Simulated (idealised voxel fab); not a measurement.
This is a process module. Its name is voxel air gaps.
The width of the displayed cross-section, cut, is 265 nm; its cells are square, with a size of 5 nm.
Cross-section spec: square-cell grid; bands listed top down; each band is one or more rows.
The band entry comprises the height of the band's top followed by the height of its bottom, expressed in nm, and subsequently the band's materials from left to right, each stated together with its width in nm. Where a single material is marked with the word "everywhere", that material fills the band from edge to edge. The word "air" represents empty space.
Note: height 0 marks the level under which the wafer is uniformly one material as received. Lowest band unbounded below, written "0 down".
Width "30 to 40": first value at the band's top row of cells, second value at its bottom row, equal change from row to row.
"everything unchanged" -> step changed no cross-section cell.
The entry "Completely sealed voids" lists the empty spaces that cover at least 8 cells and have no open path to the top. Each is written as width x height at distance, where the distance is measured from the left edge and all three values are in nm.
Anything after a step's settings on that line? It's the simulator's own note about the step.
The setting "overlay nm" may be written on the line of a step. When the step uses a mask, the value reports how far to the right of the planned place the mask lay, and a negative value reports that it lay to the left.

-- The following list gives the planned process steps
- 1: RECEIVE with material Si
- 2: CONFORMAL_DEP with material SiO2, thk nm 15
- 3: CONFORMAL_DEP with material SiN, thk nm 5
- 4: DIRECTIONAL_DEP with material SiO2, thk nm 40
- 5: DIRECTIONAL_DEP with material aC, thk nm 15
- 6: PATTERN with tone open, mask id LINES, material resist, width nm 25, pitch nm 55, thk nm 35, overlay nm 0
- 7: DIRECTIONAL_ETCH with etch materials aC, depth nm 15
- 8: STRIP with etch materials resist
- 9: DIRECTIONAL_ETCH with etch materials SiO2, depth nm 40
- 10: STRIP with etch materials aC
- 11: CONFORMAL_DEP with material TiN, thk nm 5
- 12: FILL_DEP with material W, thk nm 10
- 13: CMP with height nm 60
- 14: EPI with material Ru, thk nm 10
- 15: SELECTIVE_ETCH with etch materials SiO2, depth nm 50
- 16: CONFORMAL_DEP with material SiCN, thk nm 5

-- As-received state of the wafer in cross-section, equivalent to post-step 1
  0 down: Si everywhere
  Completely sealed voids: none

-- Starting structure and process plan are as shown above, but one mistake was made in running the module; the wafer cross-section at the end of the module follows
  90 to 85: SiCN everywhere
  85 to 75: Ru everywhere
  75 to 65: W everywhere
  65 to 60: 40 TiN, 15 W, 40 TiN, 15 W, 40 TiN, 15 W, 40 TiN, 15 W, 45 TiN
  60 to 25: 35 SiO2, 5 TiN, 15 W, 5 TiN, 30 SiO2, 5 TiN, 15 W, 5 TiN, 30 SiO2, 5 TiN, 15 W, 5 TiN, 30 SiO2, 5 TiN, 15 W, 5 TiN, 40 SiO2
  25 to 20: 35 SiO2, 25 TiN, 30 SiO2, 25 TiN, 30 SiO2, 25 TiN, 30 SiO2, 25 TiN, 40 SiO2
  20 to 15: SiN everywhere
  15 to 0: SiO2 everywhere
  0 down: Si everywhere
  Completely sealed voids: none
It is concluded that the wafer was processed incorrectly with respect to the plan, in that with respect to the plan, step 13 was omitted and not executed
